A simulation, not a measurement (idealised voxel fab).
The following process module bears the name voxel ribs on slabs.
205 nm wide, 5 nm square cells: that's cross-section cut.
Each cross-section below is a grid of square cells, stated as bands in top-down order, with one or more rows of cells making up each band.
Top, bottom (nm), then materials left to right with widths (nm); lone material tagged "all across" fills the whole band edge to edge; "air" = empty space.
Height is counted from the level 0, under which the received wafer is composed throughout of one material. The lowest of the bands is not closed at the bottom but continues downward, in the notation "0 nm and below".
The width entry "30..40" should be interpreted row by row: the top row of cells in the band takes the first number, the bottom row takes the second number, and the change between adjacent rows is uniform throughout.
For the purposes of this document, the phrase "same as before" attached to a step denotes that no cell within the cross-section was modified by that step.
Each empty space that has no open way to the top and spans at least 8 cells appears under "Cavities, sealed" as width x height at distance, the distance counted from the left edge, all in nm.
Anything after a step's settings on that line? It's the simulator's own note about the step.
You can add "overlay nm" to a step's line. For a step with a mask, it describes how far the mask lay to the right of its planned position, and a negative number describes a lay to the left.
[The following list gives the planned process steps]
- 1: RECEIVE,material Si
- 2: DIRECTIONAL_DEP,material SiO2,thk nm 25
- 3: DIRECTIONAL_DEP,material SiN,thk nm 15
- 4: DIRECTIONAL_DEP,material aC,thk nm 10
- 5: PATTERN,tone cover,mask id RIB,material resist,width nm 20,thk nm 25,overlay nm 0
- 6: DIRECTIONAL_ETCH,etch materials aC,depth nm 10
- 7: STRIP,etch materials resist
- 8: DIRECTIONAL_ETCH,etch materials SiN,depth nm 5
- 9: STRIP,etch materials aC
- 10: MASKED_ETCH,tone cover,mask id SLAB,width nm 60,etch materials SiN,depth nm 10,overlay nm 0
- 11: FILL_DEP,material SiO2,thk nm 15
- 12: CMP,height nm 50
- 13: DIRECTIONAL_DEP,material W,thk nm 10
- 14: PATTERN,tone cover,mask id HEATER,material resist,width nm 30,thk nm 15,overlay nm 0
- 15: DIRECTIONAL_ETCH,etch materials W,depth nm 10
- 16: STRIP,etch materials resist
- 17: CONFORMAL_DEP,material SiN,thk nm 5
[First wafer of two (run as planned)]
[So this is the incoming wafer in cross-section - it's already been through step 1]
- 0 nm and below = Si all across
- Cavities, sealed: none
[Once step 2 is through, the wafer looks like this in cross-section]
- 25 nm to 0 nm = SiO2 all across
- Under the height 0 nothing was changed.
[Once step 3 is through, the wafer looks like this in cross-section]
- 40 nm to 25 nm = SiN all across
- Under the height 25 nothing was changed.
[Once step 4 is through, the wafer looks like this in cross-section]
- 50 nm to 40 nm = aC all across
- Under the height 40 nothing was changed.
[Once step 5 is through, the wafer looks like this in cross-section]
- 75 nm to 50 nm = 90 of air, 20 of resist, 95 of air
- Under the height 50 nothing was changed.
[Once step 6 is through, the wafer looks like this in cross-section]
- 65 nm to 50 nm = 90 of air, 20 of resist, 95 of air
- 50 nm to 40 nm = 90 of air, 20 of aC, 95 of air
- Under the height 40 nothing was changed.
[Once step 7 is through, the wafer looks like this in cross-section]
- 50 nm to 40 nm = 90 of air, 20 of aC, 95 of air
- Under the height 40 nothing was changed.
[Once step 8 is through, the wafer looks like this in cross-section]
- 50 nm to 40 nm = 90 of air, 20 of aC, 95 of air
- 40 nm to 35 nm = 90 of air, 20 of SiN, 95 of air
- Under the height 35 nothing was changed.
[Once step 9 is through, the wafer looks like this in cross-section]
- 40 nm to 35 nm = 90 of air, 20 of SiN, 95 of air
- Under the height 35 nothing was changed.
[Once step 10 is through, the wafer looks like this in cross-section]
- 40 nm to 35 nm = 90 of air, 20 of SiN, 95 of air
- 35 nm to 25 nm = 70 of air, 60 of SiN, 75 of air
- Under the height 25 nothing was changed.
[Once step 11 is through, the wafer looks like this in cross-section]
- 55 nm to 40 nm = SiO2 all across
- 40 nm to 35 nm = 90 of SiO2, 20 of SiN, 95 of SiO2
- 35 nm to 25 nm = 70 of SiO2, 60 of SiN, 75 of SiO2
- Under the height 25 nothing was changed.
[Once step 12 is through, the wafer looks like this in cross-section]
- 50 nm to 40 nm = SiO2 all across
- Under the height 40 nothing was changed.
[Once step 13 is through, the wafer looks like this in cross-section]
- 60 nm to 50 nm = W all across
- Under the height 50 nothing was changed.
[Once step 14 is through, the wafer looks like this in cross-section]
- 75 nm to 60 nm = 85 of air, 30 of resist, 90 of air
- Under the height 60 nothing was changed.
[Once step 15 is through, the wafer looks like this in cross-section]
- 75 nm to 60 nm = 85 of air, 30 of resist, 90 of air
- 60 nm to 50 nm = 85 of air, 30 of W, 90 of air
- Under the height 50 nothing was changed.
[Once step 16 is through, the wafer looks like this in cross-section]
- 60 nm to 50 nm = 85 of air, 30 of W, 90 of air
- Under the height 50 nothing was changed.
[Once step 17 is through, the wafer looks like this in cross-section]
- 65 nm to 60 nm = 80 of air, 40 of SiN, 85 of air
- 60 nm to 55 nm = 80 of air, 5 of SiN, 30 of W, 5 of SiN, 85 of air
- 55 nm to 50 nm = 85 of SiN, 30 of W, 90 of SiN
- Under the height 50 nothing was changed.
[Second wafer, same starting state and plan as the first, one mistake in the run, identical through step 2]
[Second wafer at the planned finish of step 3, seen in cross-section]
- 35 nm to 25 nm = aC all across
- Under the height 25 nothing was changed.
[Second wafer at the planned finish of step 4, seen in cross-section]
- 50 nm to 35 nm = SiN all across
- Under the height 35 nothing was changed.
[Second wafer at the planned finish of step 5, seen in cross-section]
- 75 nm to 50 nm = 90 of air, 20 of resist, 95 of air
- Under the height 50 nothing was changed.
[Second wafer at the planned finish of step 6, seen in cross-section]
- 65 nm to 50 nm = 90 of air, 20 of resist, 95 of air
- Under the height 50 nothing was changed.
[Second wafer at the planned finish of step 7, seen in cross-section]
- 50 nm to 35 nm = SiN all across
- Under the height 35 nothing was changed.
[Second wafer at the planned finish of step 8, seen in cross-section]
- 45 nm to 35 nm = SiN all across
- Under the height 35 nothing was changed.
Second wafer at the planned finish of step 9, seen in cross-section: same as before
[Second wafer at the planned finish of step 10, seen in cross-section]
- 45 nm to 35 nm = 70 of air, 60 of SiN, 75 of air
- Under the height 35 nothing was changed.
[Second wafer at the planned finish of step 11, seen in cross-section]
- 60 nm to 45 nm = SiO2 all across
- 45 nm to 35 nm = 70 of SiO2, 60 of SiN, 75 of SiO2
- Under the height 35 nothing was changed.
[Second wafer at the planned finish of step 12, seen in cross-section]
- 50 nm to 45 nm = SiO2 all across
- Under the height 45 nothing was changed.
[Second wafer at the planned finish of step 13, seen in cross-section]
- 60 nm to 50 nm = W all across
- Under the height 50 nothing was changed.
[Second wafer at the planned finish of step 14, seen in cross-section]
- 75 nm to 60 nm = 85 of air, 30 of resist, 90 of air
- Under the height 60 nothing was changed.
[Second wafer at the planned finish of step 15, seen in cross-section]
- 75 nm to 60 nm = 85 of air, 30 of resist, 90 of air
- 60 nm to 50 nm = 85 of air, 30 of W, 90 of air
- Under the height 50 nothing was changed.
[Second wafer at the planned finish of step 16, seen in cross-section]
- 60 nm to 50 nm = 85 of air, 30 of W, 90 of air
- Under the height 50 nothing was changed.
[Second wafer at the planned finish of step 17, seen in cross-section]
- 65 nm to 60 nm = 80 of air, 40 of SiN, 85 of air
- 60 nm to 55 nm = 80 of air, 5 of SiN, 30 of W, 5 of SiN, 85 of air
- 55 nm to 50 nm = 85 of SiN, 30 of W, 90 of SiN
- Under the height 50 nothing was changed.
Short version of what went wrong: step 3 ran in the slot meant for step 4, and vice versa
End check, counted in cells, second wafer has more or fewer of these materials than the first: SiN: 4 fewer | SiO2: 78 fewer | aC: 82 more
